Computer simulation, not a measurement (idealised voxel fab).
The following is a process module called voxel ribs on slabs.
Each square cell in cross-section cut measures 5 nm, and the section as a whole is 275 nm wide.
Square cells in a grid make up a cross-section in this document, and the grid is given as bands, listed from the top down, each one or more rows of cells. For a band, the entry starts with two heights in nm, that of the top and then that of the bottom, and carries on with the band's materials in order from left to right, each alongside its width in nm; the word "edge to edge" beside a single material means it fills the band edge to edge, and "air" means empty space. A quick word on heights: they are counted from 0, and under that level the wafer as it came to us is one material throughout. The lowest band is different from the rest in having no bottom; it simply continues downward, written as in "0 and below". Note: "30..40" means the width goes from the first number (top row of the band) to the second number (bottom row) in equal steps per row of cells. Reading "all unchanged" for a step: not a cell of the cross-section changed in it. Empty spaces counting at least 8 cells and having no open way to the top are listed in "Unvented cavities". The notation width x height at distance is used for each, the distance being from the left edge and all three values in nm. Formally, on a step line, whatever follows the settings is a remark that the simulator itself makes on the step. overlay nm: mask offset rightward from planned place, masked step; negative means leftward offset.
-- plan
1: RECEIVE (material Si)
2: DIRECTIONAL_DEP (material SiO2; thk nm 20)
3: DIRECTIONAL_DEP (material polySi; thk nm 15)
4: MASKED_ETCH (tone cover; mask id RIB; width nm 15; etch materials polySi; depth nm 5; overlay nm 0)
5: PATTERN (tone cover; mask id SLAB; material resist; width nm 45; thk nm 20; overlay nm 0)
6: DIRECTIONAL_ETCH (etch materials polySi; depth nm 10)
7: STRIP (etch materials resist)
8: FILL_DEP (material SiO2; thk nm 25)
9: CMP (height nm 55)
10: DIRECTIONAL_DEP (material W; thk nm 10)
11: MASKED_ETCH (tone cover; mask id HEATER; width nm 25; etch materials W; depth nm 10; overlay nm 0)
12: CONFORMAL_DEP (material SiO2; thk nm 5)
-- As received (post step 1): cross-section
	0 and below  Si edge to edge
	Unvented cavities: none
-- Final wafer profile in cross-section after the module, from the same start and plan as above, with one mistake made during processing
	70 down to 65  130 of SiO2  15 of air  130 of SiO2
	65 down to 60  125 of W  5 of SiO2  15 of air  5 of SiO2  125 of W
	60 down to 55  125 of W  25 of SiO2  125 of W
	55 down to 35  SiO2 edge to edge
	35 down to 30  130 of SiO2  15 of polySi  130 of SiO2
	30 down to 20  115 of SiO2  45 of polySi  115 of SiO2
	20 down to 0  SiO2 edge to edge
	0 and below  Si edge to edge
	Unvented cavities: none
Deviation from plan: step 11: run off-plan, actual operation and settings MASKED_ETCH (tone open; mask id HEATER; width nm 25; etch materials W; depth nm 10; overlay nm 0)
